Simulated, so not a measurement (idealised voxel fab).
Process module, titled voxel air gaps
Square cells of 5 nm make up the cross-section cut, whose width is 185 nm.
For the purposes of this document, a cross-section shall be understood as a grid of square cells, specified as bands listed in top-to-bottom order, each band consisting of one or more rows of cells.
This entry defines a band. It first specifies the height of the band's top and the height of its bottom in nm, and then specifies the band's materials from left to right, stating each material with its width in nm. The word "all across" identifies a single material that fills the band from edge to edge, while the word "empty" identifies empty space.
Height datum 0, below which the as-received substrate wafer is one material. Lowest band open at the bottom, running downward: "0 and below".
Top row gets the first number, bottom row gets the second, and each row in between changes by the same step: that is how a band width like "30 to 40" works.
Any step labelled "nothing was modified" changed none of the cells in the cross-section.
The entry "Unvented voids" lists the empty spaces that cover at least 8 cells and have no open path to the top. Each is written as width x height at distance, where the distance is measured from the left edge and all three values are in nm.
Anything after a step's settings on that line? It's the simulator's own note about the step.
overlay nm: how far to the right of its planned place the mask lay on this masked step (negative: to the left).

THE PLANNED PROCESS STEPS ARE ENUMERATED HEREUNDER
1,RECEIVE (material Si)
2,CONFORMAL_DEP (material SiO2; thk nm 10)
3,CONFORMAL_DEP (material SiN; thk nm 5)
4,DIRECTIONAL_DEP (material lowk; thk nm 40)
5,MASKED_ETCH (tone open; mask id LINES; width nm 20; pitch nm 50; etch materials lowk; depth nm 40; overlay nm 0)
6,CONFORMAL_DEP (material TiN; thk nm 5)
7,FILL_DEP (material Cu; thk nm 10)
8,CMP (height nm 55)
9,EPI (material Ru; thk nm 10)
10,SELECTIVE_ETCH (etch materials lowk; depth nm 50)
11,CONFORMAL_DEP (material SiCN; thk nm 5)

FIRST OF TWO WAFERS - AS PLANNED

CROSS-SECTION OF THE WAFER UPON ARRIVAL, REPRESENTING THE STATE REACHED AFTER STEP 1
    0 and below = Si all across
    Unvented voids: none

SO THIS IS THE WAFER CROSS-SECTION RIGHT AFTER STEP 2
    10 down to 0 = SiO2 all across
    Under 0: no change, same as before.

SO THIS IS THE WAFER CROSS-SECTION RIGHT AFTER STEP 3
    15 down to 10 = SiN all across
    Under 10: no change, same as before.

SO THIS IS THE WAFER CROSS-SECTION RIGHT AFTER STEP 4
    55 down to 15 = lowk all across
    Under 15: no change, same as before.

SO THIS IS THE WAFER CROSS-SECTION RIGHT AFTER STEP 5
    55 down to 15 = 30 lowk  20 empty  30 lowk  20 empty  30 lowk  20 empty  35 lowk
    Under 15: no change, same as before.

SO THIS IS THE WAFER CROSS-SECTION RIGHT AFTER STEP 6
    60 down to 55 = 35 TiN  10 empty  40 TiN  10 empty  40 TiN  10 empty  40 TiN
    55 down to 20 = 30 lowk  5 TiN  10 empty  5 TiN  30 lowk  5 TiN  10 empty  5 TiN  30 lowk  5 TiN  10 empty  5 TiN  35 lowk
    20 down to 15 = 30 lowk  20 TiN  30 lowk  20 TiN  30 lowk  20 TiN  35 lowk
    Under 15: no change, same as before.

SO THIS IS THE WAFER CROSS-SECTION RIGHT AFTER STEP 7
    70 down to 60 = Cu all across
    60 down to 55 = 35 TiN  10 Cu  40 TiN  10 Cu  40 TiN  10 Cu  40 TiN
    55 down to 20 = 30 lowk  5 TiN  10 Cu  5 TiN  30 lowk  5 TiN  10 Cu  5 TiN  30 lowk  5 TiN  10 Cu  5 TiN  35 lowk
    Under 20: no change, same as before.

SO THIS IS THE WAFER CROSS-SECTION RIGHT AFTER STEP 8
    55 down to 20 = 30 lowk  5 TiN  10 Cu  5 TiN  30 lowk  5 TiN  10 Cu  5 TiN  30 lowk  5 TiN  10 Cu  5 TiN  35 lowk
    Under 20: no change, same as before.

SO THIS IS THE WAFER CROSS-SECTION RIGHT AFTER STEP 9
    65 down to 55 = 20 empty  40 Ru  10 empty  40 Ru  10 empty  40 Ru  25 empty
    Under 55: no change, same as before.

SO THIS IS THE WAFER CROSS-SECTION RIGHT AFTER STEP 10
    65 down to 55 = 20 empty  40 Ru  10 empty  40 Ru  10 empty  40 Ru  25 empty
    55 down to 20 = 30 empty  5 TiN  10 Cu  5 TiN  30 empty  5 TiN  10 Cu  5 TiN  30 empty  5 TiN  10 Cu  5 TiN  35 empty
    20 down to 15 = 30 empty  20 TiN  30 empty  20 TiN  30 empty  20 TiN  35 empty
    Under 15: no change, same as before.

SO THIS IS THE WAFER CROSS-SECTION RIGHT AFTER STEP 11
    70 down to 65 = 15 empty  150 SiCN  20 empty
    65 down to 55 = 15 empty  5 SiCN  40 Ru  10 SiCN  40 Ru  10 SiCN  40 Ru  5 SiCN  20 empty
    55 down to 50 = 15 empty  15 SiCN  5 TiN  10 Cu  5 TiN  30 SiCN  5 TiN  10 Cu  5 TiN  30 SiCN  5 TiN  10 Cu  5 TiN  15 SiCN  20 empty
    50 down to 20 = 25 empty  5 SiCN  5 TiN  10 Cu  5 TiN  5 SiCN  20 empty  5 SiCN  5 TiN  10 Cu  5 TiN  5 SiCN  20 empty  5 SiCN  5 TiN  10 Cu  5 TiN  5 SiCN  30 empty
    20 down to 15 = 30 SiCN  20 TiN  30 SiCN  20 TiN  30 SiCN  20 TiN  35 SiCN
    Under 15: no change, same as before.
    Unvented voids: 20 x 30 at 55; 20 x 30 at 105

SECOND WAFER, SAME STARTING CONDITIONS AND RECIPE AS THE FIRST, ONE MISTAKE IN EXECUTING IT, NOTHING DIFFERS FROM THE FIRST UP TO AND INCLUDING STEP 4

CROSS-SECTION OF THE SECOND WAFER AT THE TIME STEP 5 OF THE PLAN SHOULD HAVE ENDED
    55 down to 15 = 30 empty  20 lowk  30 empty  20 lowk  30 empty  20 lowk  35 empty
    Under 15: no change, same as before.

CROSS-SECTION OF THE SECOND WAFER AT THE TIME STEP 6 OF THE PLAN SHOULD HAVE ENDED
    60 down to 55 = 25 empty  30 TiN  20 empty  30 TiN  20 empty  30 TiN  30 empty
    55 down to 20 = 25 empty  5 TiN  20 lowk  5 TiN  20 empty  5 TiN  20 lowk  5 TiN  20 empty  5 TiN  20 lowk  5 TiN  30 empty
    20 down to 15 = 30 TiN  20 lowk  30 TiN  20 lowk  30 TiN  20 lowk  35 TiN
    Under 15: no change, same as before.

CROSS-SECTION OF THE SECOND WAFER AT THE TIME STEP 7 OF THE PLAN SHOULD HAVE ENDED
    70 down to 60 = Cu all across
    60 down to 55 = 25 Cu  30 TiN  20 Cu  30 TiN  20 Cu  30 TiN  30 Cu
    55 down to 20 = 25 Cu  5 TiN  20 lowk  5 TiN  20 Cu  5 TiN  20 lowk  5 TiN  20 Cu  5 TiN  20 lowk  5 TiN  30 Cu
    Under 20: no change, same as before.

CROSS-SECTION OF THE SECOND WAFER AT THE TIME STEP 8 OF THE PLAN SHOULD HAVE ENDED
    55 down to 20 = 25 Cu  5 TiN  20 lowk  5 TiN  20 Cu  5 TiN  20 lowk  5 TiN  20 Cu  5 TiN  20 lowk  5 TiN  30 Cu
    Under 20: no change, same as before.

CROSS-SECTION OF THE SECOND WAFER AT THE TIME STEP 9 OF THE PLAN SHOULD HAVE ENDED
    65 down to 55 = Ru all across
    Under 55: no change, same as before.

Cross-section of the second wafer at the time step 10 of the plan should have ended: nothing was modified

CROSS-SECTION OF THE SECOND WAFER AT THE TIME STEP 11 OF THE PLAN SHOULD HAVE ENDED
    70 down to 65 = SiCN all across
    Under 65: no change, same as before.
Short version of what went wrong: step 5 off recipe, ran as MASKED_ETCH (tone cover; mask id LINES; width nm 20; pitch nm 50; etch materials lowk; depth nm 40; overlay nm 0)
Once processing is complete, comparing cell counts shows that the second wafer has more or fewer of certain materials than the first: 91 more of Cu | 26 more of Ru | 84 fewer of SiCN | 13 more of TiN | 96 more of lowk
Note - end result: 2 closed voids (first wafer), 0 closed voids (second wafer).
